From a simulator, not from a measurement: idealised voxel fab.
Process module under the name voxel self aligned contacts
The figure presents cross-section cut, which has a width of 240 nm and is divided into square cells with an edge length of 5 nm.
Think of the cross-section as a grid of square cells. We describe it in bands, top to bottom, and each band covers one or more rows of those cells. Look at the band entry: it leads with the top's height and the bottom's height in nm. Then it lists the materials left to right, with a width in nm for each. The word "full width" on a single material says that material fills the band edge to edge. The word "blank" is empty space. Ref level 0: as-received wafer is one material below here. Bottom band extends down with no lower bound ("z 0 and below"). The two numbers in a width such as "30..40" mark its ends across the band: the first belongs to the top row of cells, the second to the bottom row, and from each row to the next the width moves by the same amount. What does "no change occurred" mean for a step? It means no cell of the cross-section changed in that step. Under "Trapped voids" you'll find the enclosed gaps, the ones with no way out to the top, that are 8 cells or bigger; each reads width x height at distance, with distance counted from the left edge, everything in nm. Read whatever lies past the settings on a step's line as the simulator's own remark about the step. On any step carrying a mask, the "overlay nm" setting, if present on the step's line, tells how far right of its planned place the mask lay; negative values point to the left.

The planned process steps are enumerated hereunder
| 1 | op RECEIVE | material Si |
| 2 | op CONFORMAL_DEP | material SiO2 | thk nm 5 |
| 3 | op DIRECTIONAL_DEP | material polySi | thk nm 25 |
| 4 | op DIRECTIONAL_DEP | material SiN | thk nm 20 |
| 5 | op DIRECTIONAL_DEP | material aC | thk nm 10 |
| 6 | op PATTERN | tone cover | mask id GATE | material resist | width nm 35 | pitch nm 75 | thk nm 25 | overlay nm 0 |
| 7 | op DIRECTIONAL_ETCH | etch materials aC | depth nm 10 |
| 8 | op STRIP | etch materials resist |
| 9 | op DIRECTIONAL_ETCH | etch materials SiN | depth nm 20 |
| 10 | op DIRECTIONAL_ETCH | etch materials polySi | depth nm 25 |
| 11 | op STRIP | etch materials aC |
| 12 | op CONFORMAL_DEP | material SiN | thk nm 10 |
| 13 | op DIRECTIONAL_ETCH | etch materials SiN | depth nm 10 |
| 14 | op FILL_DEP | material SiO2 | thk nm 10 |
| 15 | op CMP | height nm 55 |
| 16 | op MASKED_ETCH | tone open | mask id CONTACT | width nm 60 | etch materials SiO2 | depth nm 55 | overlay nm 0 |
| 17 | op CONFORMAL_DEP | material TiN | thk nm 5 |
| 18 | op FILL_DEP | material W | thk nm 5 |
| 19 | op CMP | height nm 55 |
| 20 | op CONFORMAL_DEP | material SiCN | thk nm 5 |

Run as planned: first of two wafers

Here's what the wafer looked like in cross-section when it arrived - that's after step 1
  z 0 and below  Si full width
  Trapped voids: none

State of the wafer after step 2, shown in cross-section
  z 5 to 0  SiO2 full width
  Below 0, the layers are the same as they were.

State of the wafer after step 3, shown in cross-section
  z 30 to 5  polySi full width
  Below 5, the layers are the same as they were.

State of the wafer after step 4, shown in cross-section
  z 50 to 30  SiN full width
  Below 30, the layers are the same as they were.

State of the wafer after step 5, shown in cross-section
  z 60 to 50  aC full width
  Below 50, the layers are the same as they were.

State of the wafer after step 6, shown in cross-section
  z 85 to 60  blank 65; resist 35; blank 40; resist 35; blank 65
  Below 60, the layers are the same as they were.

State of the wafer after step 7, shown in cross-section
  z 75 to 60  blank 65; resist 35; blank 40; resist 35; blank 65
  z 60 to 50  blank 65; aC 35; blank 40; aC 35; blank 65
  Below 50, the layers are the same as they were.

State of the wafer after step 8, shown in cross-section
  z 60 to 50  blank 65; aC 35; blank 40; aC 35; blank 65
  Below 50, the layers are the same as they were.

State of the wafer after step 9, shown in cross-section
  z 60 to 50  blank 65; aC 35; blank 40; aC 35; blank 65
  z 50 to 30  blank 65; SiN 35; blank 40; SiN 35; blank 65
  Below 30, the layers are the same as they were.

State of the wafer after step 10, shown in cross-section
  z 60 to 50  blank 65; aC 35; blank 40; aC 35; blank 65
  z 50 to 30  blank 65; SiN 35; blank 40; SiN 35; blank 65
  z 30 to 5  blank 65; polySi 35; blank 40; polySi 35; blank 65
  Below 5, the layers are the same as they were.

State of the wafer after step 11, shown in cross-section
  z 50 to 30  blank 65; SiN 35; blank 40; SiN 35; blank 65
  Below 30, the layers are the same as they were.

State of the wafer after step 12, shown in cross-section
  z 60 to 30  blank 55; SiN 55; blank 20; SiN 55; blank 55
  z 30 to 15  blank 55; SiN 10; polySi 35; SiN 10; blank 20; SiN 10; polySi 35; SiN 10; blank 55
  z 15 to 5  SiN 65; polySi 35; SiN 40; polySi 35; SiN 65
  Below 5, the layers are the same as they were.

State of the wafer after step 13, shown in cross-section
  z 50 to 30  blank 55; SiN 55; blank 20; SiN 55; blank 55
  z 30 to 5  blank 55; SiN 10; polySi 35; SiN 10; blank 20; SiN 10; polySi 35; SiN 10; blank 55
  Below 5, the layers are the same as they were.

State of the wafer after step 14, shown in cross-section
  z 60 to 50  SiO2 full width
  z 50 to 30  SiO2 55; SiN 55; SiO2 20; SiN 55; SiO2 55
  z 30 to 5  SiO2 55; SiN 10; polySi 35; SiN 10; SiO2 20; SiN 10; polySi 35; SiN 10; SiO2 55
  Below 5, the layers are the same as they were.

State of the wafer after step 15, shown in cross-section
  z 55 to 50  SiO2 full width
  Below 50, the layers are the same as they were.

State of the wafer after step 16, shown in cross-section
  z 55 to 50  SiO2 90; blank 60; SiO2 90
  z 50 to 30  SiO2 55; SiN 55; blank 20; SiN 55; SiO2 55
  z 30 to 5  SiO2 55; SiN 10; polySi 35; SiN 10; blank 20; SiN 10; polySi 35; SiN 10; SiO2 55
  z 5 to 0  SiO2 110; blank 20; SiO2 110
  Below 0, the layers are the same as they were.

State of the wafer after step 17, shown in cross-section
  z 60 to 55  TiN 95; blank 50; TiN 95
  z 55 to 50  SiO2 90; TiN 25; blank 10; TiN 25; SiO2 90
  z 50 to 30  SiO2 55; SiN 55; TiN 5; blank 10; TiN 5; SiN 55; SiO2 55
  z 30 to 5  SiO2 55; SiN 10; polySi 35; SiN 10; TiN 5; blank 10; TiN 5; SiN 10; polySi 35; SiN 10; SiO2 55
  z 5 to 0  SiO2 110; TiN 20; SiO2 110
  Below 0, the layers are the same as they were.

State of the wafer after step 18, shown in cross-section
  z 65 to 60  W full width
  z 60 to 55  TiN 95; W 50; TiN 95
  z 55 to 50  SiO2 90; TiN 25; W 10; TiN 25; SiO2 90
  z 50 to 30  SiO2 55; SiN 55; TiN 5; W 10; TiN 5; SiN 55; SiO2 55
  z 30 to 5  SiO2 55; SiN 10; polySi 35; SiN 10; TiN 5; W 10; TiN 5; SiN 10; polySi 35; SiN 10; SiO2 55
  Below 5, the layers are the same as they were.

State of the wafer after step 19, shown in cross-section
  z 55 to 50  SiO2 90; TiN 25; W 10; TiN 25; SiO2 90
  Below 50, the layers are the same as they were.

State of the wafer after step 20, shown in cross-section
  z 60 to 55  SiCN full width
  Below 55, the layers are the same as they were.

Notes, second wafer: start = first wafer's, plan = first wafer's, execution had one mistake; history identical to first through step 3

Cross-section: second wafer, time at which step 4 was scheduled to end
  z 70 to 30  SiN full width
  Below 30, the layers are the same as they were.

Cross-section: second wafer, time at which step 5 was scheduled to end
  z 80 to 70  aC full width
  Below 70, the layers are the same as they were.

Cross-section: second wafer, time at which step 6 was scheduled to end
  z 105 to 80  blank 65; resist 35; blank 40; resist 35; blank 65
  Below 80, the layers are the same as they were.

Cross-section: second wafer, time at which step 7 was scheduled to end
  z 95 to 80  blank 65; resist 35; blank 40; resist 35; blank 65
  z 80 to 70  blank 65; aC 35; blank 40; aC 35; blank 65
  Below 70, the layers are the same as they were.

Cross-section: second wafer, time at which step 8 was scheduled to end
  z 80 to 70  blank 65; aC 35; blank 40; aC 35; blank 65
  Below 70, the layers are the same as they were.

Cross-section: second wafer, time at which step 9 was scheduled to end
  z 80 to 70  blank 65; aC 35; blank 40; aC 35; blank 65
  z 70 to 50  blank 65; SiN 35; blank 40; SiN 35; blank 65
  Below 50, the layers are the same as they were.

Cross-section: second wafer, time at which step 10 was scheduled to end: no change occurred

Cross-section: second wafer, time at which step 11 was scheduled to end
  z 70 to 50  blank 65; SiN 35; blank 40; SiN 35; blank 65
  Below 50, the layers are the same as they were.

Cross-section: second wafer, time at which step 12 was scheduled to end
  z 80 to 60  blank 55; SiN 55; blank 20; SiN 55; blank 55
  z 60 to 30  SiN full width
  Below 30, the layers are the same as they were.

Cross-section: second wafer, time at which step 13 was scheduled to end
  z 70 to 50  blank 55; SiN 55; blank 20; SiN 55; blank 55
  Below 50, the layers are the same as they were.

Cross-section: second wafer, time at which step 14 was scheduled to end
  z 80 to 70  SiO2 full width
  z 70 to 50  SiO2 55; SiN 55; SiO2 20; SiN 55; SiO2 55
  Below 50, the layers are the same as they were.

Cross-section: second wafer, time at which step 15 was scheduled to end
  z 55 to 50  SiO2 55; SiN 55; SiO2 20; SiN 55; SiO2 55
  Below 50, the layers are the same as they were.

Cross-section: second wafer, time at which step 16 was scheduled to end
  z 55 to 50  SiO2 55; SiN 55; blank 20; SiN 55; SiO2 55
  Below 50, the layers are the same as they were.

Cross-section: second wafer, time at which step 17 was scheduled to end
  z 60 to 55  TiN 115; blank 10; TiN 115
  z 55 to 50  SiO2 55; SiN 55; TiN 20; SiN 55; SiO2 55
  Below 50, the layers are the same as they were.

Cross-section: second wafer, time at which step 18 was scheduled to end
  z 65 to 60  W full width
  z 60 to 55  TiN 115; W 10; TiN 115
  Below 55, the layers are the same as they were.

Cross-section: second wafer, time at which step 19 was scheduled to end
  z 55 to 50  SiO2 55; SiN 55; TiN 20; SiN 55; SiO2 55
  Below 50, the layers are the same as they were.

Cross-section: second wafer, time at which step 20 was scheduled to end
  z 60 to 55  SiCN full width
  Below 55, the layers are the same as they were.
Heads up, the wafer didn't run the way we planned it: yeah, plan step 4 got run twice
at the end the second wafer has, in cells: +86 SiN, -208 SiO2, -28 TiN, -20 W, +170 polySi
